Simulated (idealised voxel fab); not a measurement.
Name of the process module below: voxel self aligned contacts
In the cross-section labelled cut, the width is 250 nm and each square cell is 5 nm.
Each cross-section below is a grid of square cells, stated as bands in top-down order, with one or more rows of cells making up each band. What a band's entry tells you: where the top is and where the bottom is, as heights in nm, and after that what lies inside, material by material from left to right, each with its width in nm. Empty space is written as the word "blank", and a single material marked with the word "all across" occupies the band from edge to edge. Basically, 0 is our baseline, since under it the wafer straight out of the box is all one material. The bottom band has no lower end and keeps on going down, so it looks like "0 -> down". Graded width ("30 to 40"): value in top row of band = first number; value in bottom row = second number; row-to-row change constant. You'll sometimes find "changes: none" written for a step, and that's the way of saying that nowhere in the cross-section did a cell change during that step. If an empty space has no open way to the top and is at least 8 cells in size, "Closed void listing" lists it, written width x height at distance, where distance is measured from the left edge and every value is in nm. On a step's line, text after the settings is the simulator commenting on that step. The "overlay nm" setting may appear on a step's line; for a step that uses a mask, it gives how far to the right of its planned position the mask lay, and a negative value indicates the left.

Below is the list of planned process steps:
1,RECEIVE (material Si)
2,OXIDIZE (depth nm 5)
3,DIRECTIONAL_DEP (material polySi; thk nm 20)
4,DIRECTIONAL_DEP (material SiN; thk nm 20)
5,MASKED_ETCH (tone cover; mask id GATE; width nm 25; pitch nm 60; etch materials SiN; depth nm 20; overlay nm 0)
6,MASKED_ETCH (tone cover; mask id GATE; width nm 15; pitch nm 60; etch materials polySi; depth nm 20; overlay nm 0)
7,CONFORMAL_DEP (material SiN; thk nm 10)
8,DIRECTIONAL_ETCH (etch materials SiN; depth nm 10)
9,FILL_DEP (material SiO2; thk nm 10)
10,CMP (height nm 45)
11,MASKED_ETCH (tone open; mask id CONTACT; width nm 45; pitch nm 60; etch materials SiO2; depth nm 50; overlay nm 0)
12,CONFORMAL_DEP (material TiN; thk nm 5)
13,FILL_DEP (material Ru; thk nm 10)
14,CMP (height nm 45)
15,CONFORMAL_DEP (material SiCN; thk nm 5)
Same starting wafers, different width nm at step 6. Plan value belongs to the first wafer.

As-received cross-section, first of several wafers, post step 1:
    0 -> down = Si all across
    Closed void listing: none

Note: the following table is arranged by wafer, a row apiece. Each row reports the end-of-module state: per material, cells gained (+) or cells lost (-) compared with the wafer as received; closed voids follow:
width nm 15, +18 Ru, -50 Si, +50 SiCN, +156 SiN, +212 SiO2, +54 TiN, +60 polySi, Closed void listing: none
width nm 20, +18 Ru, -50 Si, +50 SiCN, +156 SiN, +212 SiO2, +54 TiN, +60 polySi, Closed void listing: none
width nm 25, +18 Ru, -50 Si, +50 SiCN, +156 SiN, +212 SiO2, +54 TiN, +60 polySi, Closed void listing: none
width nm 30, +8 Ru, -50 Si, +50 SiCN, +156 SiN, +210 SiO2, +54 TiN, +72 polySi, Closed void listing: none
width nm 35, +8 Ru, -50 Si, +50 SiCN, +156 SiN, +208 SiO2, +44 TiN, +84 polySi, Closed void listing: none
width nm 40, +8 Ru, -50 Si, +50 SiCN, +156 SiN, +206 SiO2, +34 TiN, +96 polySi, Closed void listing: none
